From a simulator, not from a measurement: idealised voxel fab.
The process module that follows is named voxel gate over fins.
Cross-sectional view cut (width: 170 nm; square cell size: 5 nm).
Bands, listed from the top down, are how a cross-section gets written in this document; the cross-section itself is a grid of square cells, and a band is one or more rows of them.
For a band, the entry starts with two heights in nm, that of the top and then that of the bottom, and carries on with the band's materials in order from left to right, each alongside its width in nm; the word "full width" beside a single material means it fills the band edge to edge, and "air" means empty space.
The level at which height equals 0 is the one under which the wafer, as it arrives, is entirely one material. No lower edge exists for the bottom band, which continues downward and is notated as in "0 and below".
The notation "30->40" denotes a width that varies across the rows of cells in the band, beginning at the first number in the top row, finishing at the second number in the bottom row, and changing by an identical amount from each row to the next.
The cross-section has no changed cell in any step marked "stayed the same".
Listed in "Closed void entries": every empty space of 8 or more cells without an open way to the top. Form: width x height at distance, the distance being from the left edge, all in nm.
Where a step's line continues beyond its settings, the continuation is a remark by the simulator itself on that step.
overlay nm: where the mask lay relative to plan, measured to the right, on steps with a mask; negatives go left.

Process steps (planned):
1: RECEIVE, material Si
2: CONFORMAL_DEP, material SiN, thk nm 5
3: DIRECTIONAL_DEP, material aC, thk nm 10
4: PATTERN, tone cover, mask id FINS, material resist, width nm 15, pitch nm 55, thk nm 30, overlay nm 0
5: DIRECTIONAL_ETCH, etch materials aC, depth nm 10
6: STRIP, etch materials resist
7: DIRECTIONAL_ETCH, etch materials SiN, depth nm 5
8: DIRECTIONAL_ETCH, etch materials Si, depth nm 30
9: STRIP, etch materials aC
10: OXIDIZE, depth nm 5
11: FILL_DEP, material SiO2, thk nm 5
12: CMP, height nm 5
13: MASKED_ETCH, tone open, mask id RAIL, width nm 15, etch materials SiO2, depth nm 30, overlay nm 0
14: CONFORMAL_DEP, material TiN, thk nm 5
15: FILL_DEP, material W, thk nm 5
16: CMP, height nm 5
17: SELECTIVE_ETCH, etch materials W Ru TiN, depth nm 25
18: FILL_DEP, material SiO2, thk nm 5
19: CMP, height nm 5
20: SELECTIVE_ETCH, etch materials SiO2, depth nm 20
21: STRIP, etch materials SiN
22: CONFORMAL_DEP, material HfO2, thk nm 5
23: CONFORMAL_DEP, material TiN, thk nm 5
24: FILL_DEP, material W, thk nm 15
25: CMP, height nm 20
26: CONFORMAL_DEP, material SiN, thk nm 10

Shown in cross-section is the wafer as received, that is, as it stands after step 1:
- 0 and below | Si full width
- Closed void entries: none

Look at the cross-section after the module: the wafer started out the way shown above and the plan was the one shown above, yet one mistake was made along the way:
- 30 down to 20 | SiN full width
- 20 down to 10 | W full width
- 10 down to 5 | W 25 / TiN 25 / W 30 / TiN 25 / W 30 / TiN 25 / W 10
- 5 down to 0 | W 25 / TiN 5 / HfO2 15 / TiN 5 / W 30 / TiN 5 / HfO2 15 / TiN 5 / W 30 / TiN 5 / HfO2 15 / TiN 5 / W 10
- 0 down to -5 | W 25 / TiN 5 / HfO2 5 / Si 5 / HfO2 5 / TiN 5 / W 30 / TiN 5 / HfO2 5 / Si 5 / HfO2 5 / TiN 5 / W 30 / TiN 5 / HfO2 5 / Si 5 / HfO2 5 / TiN 5 / W 10
- -5 down to -10 | TiN 30 / HfO2 5 / Si 5 / HfO2 5 / TiN 40 / HfO2 5 / Si 5 / HfO2 5 / TiN 40 / HfO2 5 / Si 5 / HfO2 5 / TiN 15
- -10 down to -15 | HfO2 35 / Si 5 / HfO2 50 / Si 5 / HfO2 50 / Si 5 / HfO2 20
- -15 down to -20 | SiO2 35 / Si 5 / SiO2 50 / Si 5 / SiO2 50 / Si 5 / SiO2 20
- -20 down to -25 | SiO2 35 / Si 5 / SiO2 5 / TiN 15 / SiO2 30 / Si 5 / SiO2 50 / Si 5 / SiO2 20
- -25 down to -35 | SiO2 35 / Si 5 / SiO2 50 / Si 5 / SiO2 50 / Si 5 / SiO2 20
- -35 and below | Si full width
- Closed void entries: none
Error vs. plan: step 4 off recipe, ran as PATTERN, tone cover, mask id FINS, material resist, width nm 15, pitch nm 55, thk nm 30, overlay nm 10
